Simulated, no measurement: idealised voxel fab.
Process module name: voxel spacer lines
FYI the section here is cut, 225 nm wide, cells are 5 nm squares.
A cross-section is written here as square cells arranged in a grid, and it is given in bands from the top down, each band taking up one or more rows of cells. In this notation a band is specified by the heights of its top and bottom, in that order and in nm, after which its materials appear from left to right, each paired with its width in nm. The word "throughout" attached to a single material means that material fills the band from edge to edge; the word "air" stands for empty space. Heads up on the height convention: 0 is the point under which the incoming wafer is all one material, and the lowest band has no bottom, it just keeps going down, like "0 and below". Top row gets the first number, bottom row gets the second, and each row in between changes by the same step: that is how a band width like "30 to 40" works. "identical to before" (step): cross-section cells unchanged, all of them. Empty spaces without an open route to the top, at least 8 cells in extent, make up the entry "Voids, sealed"; each is given as width x height at distance, where the distance is measured from the left edge, and all are in nm. Post-settings text on a step line: simulator's own remark regarding the step. "overlay nm" answers the question of how far to the right of plan the mask lay on a step that has a mask, and when it is negative the answer is to the left.

**Below is the list of planned process steps**
| 1 | RECEIVE,material Si |
| 2 | CONFORMAL_DEP,material SiO2,thk nm 10 |
| 3 | DIRECTIONAL_DEP,material TiN,thk nm 10 |
| 4 | DIRECTIONAL_DEP,material polySi,thk nm 20 |
| 5 | PATTERN,tone cover,mask id MANDREL,material resist,width nm 20,pitch nm 70,thk nm 30,overlay nm 0 |
| 6 | DIRECTIONAL_ETCH,etch materials polySi,depth nm 20 |
| 7 | STRIP,etch materials resist |
| 8 | CONFORMAL_DEP,material SiN,thk nm 15 |
| 9 | DIRECTIONAL_ETCH,etch materials SiN,depth nm 15 |
| 10 | STRIP,etch materials polySi |
| 11 | DIRECTIONAL_ETCH,etch materials TiN,depth nm 10 |
| 12 | STRIP,etch materials SiN |

**Delivered wafer in cross-section: state after step 1**
	0 and below = Si throughout
	Voids, sealed: none

**Module complete - cross-section of the first of two wafers, run according to plan**
	20 down to 10 = air=15; TiN=15; air=20; TiN=15; air=20; TiN=15; air=20; TiN=15; air=20; TiN=15; air=20; TiN=15; air=20
	10 down to 0 = SiO2 throughout
	0 and below = Si throughout
	Voids, sealed: none

**Same start, same plan as the first wafer - but one mistake in the run. Cross-section of the second of the two at the end of the module**
	20 down to 10 = air=5; TiN=15; air=20; TiN=15; air=20; TiN=15; air=20; TiN=15; air=20; TiN=15; air=20; TiN=15; air=30
	10 down to 0 = SiO2 throughout
	0 and below = Si throughout
	Voids, sealed: none
Which mistake was made when the wafer was run? step 5 was not run as planned; what actually ran was PATTERN,tone cover,mask id MANDREL,material resist,width nm 20,pitch nm 70,thk nm 30,overlay nm -10
If you tally the cells, the second wafer ends up with the same amount of every material as the first; it's all just sitting in different places.
